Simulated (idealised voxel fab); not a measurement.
A process module follows: voxel trench capacitor.
The cross-section shown here is cut; it is 280 nm wide and divided into square cells measuring 5 nm on a side.
Notation: cross-section as square-cell grid; stated in bands, top first, going down; one or more cell rows per band. Per band: top height and bottom height in nm, followed by the left-to-right materials and their widths in nm; "edge to edge" marks a single material spanning edge to edge, "blank" marks empty space. All heights in this document are referenced to 0, defined as the level beneath which the wafer, as received, consists entirely of one material. The lowest band is not bounded below; it extends indefinitely downward and is written in the form "top 0, no bottom". When a width is written as two numbers, as in "30..40", the first number is the width in the top row of cells of the band and the second is the width in its bottom row, and the width changes by the same amount from each row to the next. For the purposes of this document, the phrase "no modification" attached to a step denotes that no cell within the cross-section was modified by that step. "Sealed void inventory" means: voids of 8 cells or more that are shut off from the top with no open way through. Written width x height at distance, distance from the left edge, in nm. Read whatever lies past the settings on a step's line as the simulator's own remark about the step. overlay nm: mask offset rightward from planned place, masked step; negative means leftward offset.

[Set out below are the planned steps of the process]
- 1: RECEIVE (material Si)
- 2: CONFORMAL_DEP (material SiN; thk nm 10)
- 3: MASKED_ETCH (tone open; mask id TRENCH; width nm 25; pitch nm 55; etch materials SiN; depth nm 10; overlay nm 0)
- 4: MASKED_ETCH (tone open; mask id TRENCH; width nm 25; pitch nm 55; etch materials Si; depth nm 30; overlay nm 0)
- 5: CONFORMAL_DEP (material SiO2; thk nm 5)
- 6: FILL_DEP (material polySi; thk nm 5)
- 7: CMP (height nm 10)

[What follows covers the first of two wafers; it ran as planned]

[Cross-section: wafer on arrival = after step 1]
top 0, no bottom: Si edge to edge
Sealed void inventory: none

[Cross-section of the wafer subsequent to step 2]
top 10, bottom 0: SiN edge to edge
Everything under 0 stays put, no change at all.

[Cross-section of the wafer subsequent to step 3]
top 10, bottom 0: 45 of SiN  25 of blank  30 of SiN  25 of blank  30 of SiN  25 of blank  30 of SiN  25 of blank  45 of SiN
Everything under 0 stays put, no change at all.

[Cross-section of the wafer subsequent to step 4]
top 10, bottom 0: 45 of SiN  25 of blank  30 of SiN  25 of blank  30 of SiN  25 of blank  30 of SiN  25 of blank  45 of SiN
top 0, bottom -30: 45 of Si  25 of blank  30 of Si  25 of blank  30 of Si  25 of blank  30 of Si  25 of blank  45 of Si
Everything under -30 stays put, no change at all.

[Cross-section of the wafer subsequent to step 5]
top 15, bottom 10: 50 of SiO2  15 of blank  40 of SiO2  15 of blank  40 of SiO2  15 of blank  40 of SiO2  15 of blank  50 of SiO2
top 10, bottom 0: 45 of SiN  5 of SiO2  15 of blank  5 of SiO2  30 of SiN  5 of SiO2  15 of blank  5 of SiO2  30 of SiN  5 of SiO2  15 of blank  5 of SiO2  30 of SiN  5 of SiO2  15 of blank  5 of SiO2  45 of SiN
top 0, bottom -25: 45 of Si  5 of SiO2  15 of blank  5 of SiO2  30 of Si  5 of SiO2  15 of blank  5 of SiO2  30 of Si  5 of SiO2  15 of blank  5 of SiO2  30 of Si  5 of SiO2  15 of blank  5 of SiO2  45 of Si
top -25, bottom -30: 45 of Si  25 of SiO2  30 of Si  25 of SiO2  30 of Si  25 of SiO2  30 of Si  25 of SiO2  45 of Si
Everything under -30 stays put, no change at all.

[Cross-section of the wafer subsequent to step 6]
top 20, bottom 15: polySi edge to edge
top 15, bottom 10: 50 of SiO2  15 of polySi  40 of SiO2  15 of polySi  40 of SiO2  15 of polySi  40 of SiO2  15 of polySi  50 of SiO2
top 10, bottom 0: 45 of SiN  5 of SiO2  15 of polySi  5 of SiO2  30 of SiN  5 of SiO2  15 of polySi  5 of SiO2  30 of SiN  5 of SiO2  15 of polySi  5 of SiO2  30 of SiN  5 of SiO2  15 of polySi  5 of SiO2  45 of SiN
top 0, bottom -25: 45 of Si  5 of SiO2  15 of polySi  5 of SiO2  30 of Si  5 of SiO2  15 of polySi  5 of SiO2  30 of Si  5 of SiO2  15 of polySi  5 of SiO2  30 of Si  5 of SiO2  15 of polySi  5 of SiO2  45 of Si
Everything under -25 stays put, no change at all.

[Cross-section of the wafer subsequent to step 7]
top 10, bottom 0: 45 of SiN  5 of SiO2  15 of polySi  5 of SiO2  30 of SiN  5 of SiO2  15 of polySi  5 of SiO2  30 of SiN  5 of SiO2  15 of polySi  5 of SiO2  30 of SiN  5 of SiO2  15 of polySi  5 of SiO2  45 of SiN
Everything under 0 stays put, no change at all.

[Second wafer, same starting conditions and recipe as the first, one mistake in executing it, nothing differs from the first up to and including step 1]

Second wafer: cross-section at the scheduled end of step 2: no modification

Second wafer: cross-section at the scheduled end of step 3: no modification

[Second wafer: cross-section at the scheduled end of step 4]
top 0, bottom -30: 45 of Si  25 of blank  30 of Si  25 of blank  30 of Si  25 of blank  30 of Si  25 of blank  45 of Si
Everything under -30 stays put, no change at all.

[Second wafer: cross-section at the scheduled end of step 5]
top 5, bottom 0: 50 of SiO2  15 of blank  40 of SiO2  15 of blank  40 of SiO2  15 of blank  40 of SiO2  15 of blank  50 of SiO2
top 0, bottom -25: 45 of Si  5 of SiO2  15 of blank  5 of SiO2  30 of Si  5 of SiO2  15 of blank  5 of SiO2  30 of Si  5 of SiO2  15 of blank  5 of SiO2  30 of Si  5 of SiO2  15 of blank  5 of SiO2  45 of Si
top -25, bottom -30: 45 of Si  25 of SiO2  30 of Si  25 of SiO2  30 of Si  25 of SiO2  30 of Si  25 of SiO2  45 of Si
Everything under -30 stays put, no change at all.

[Second wafer: cross-section at the scheduled end of step 6]
top 10, bottom 5: polySi edge to edge
top 5, bottom 0: 50 of SiO2  15 of polySi  40 of SiO2  15 of polySi  40 of SiO2  15 of polySi  40 of SiO2  15 of polySi  50 of SiO2
top 0, bottom -25: 45 of Si  5 of SiO2  15 of polySi  5 of SiO2  30 of Si  5 of SiO2  15 of polySi  5 of SiO2  30 of Si  5 of SiO2  15 of polySi  5 of SiO2  30 of Si  5 of SiO2  15 of polySi  5 of SiO2  45 of Si
Everything under -25 stays put, no change at all.

Second wafer: cross-section at the scheduled end of step 7: no modification
Plan not followed: plan step 2 never ran because it was skipped
Materials where the second wafer ends with more or fewer cells than the first: SiN: 72 fewer, SiO2: 28 more, polySi: 44 more
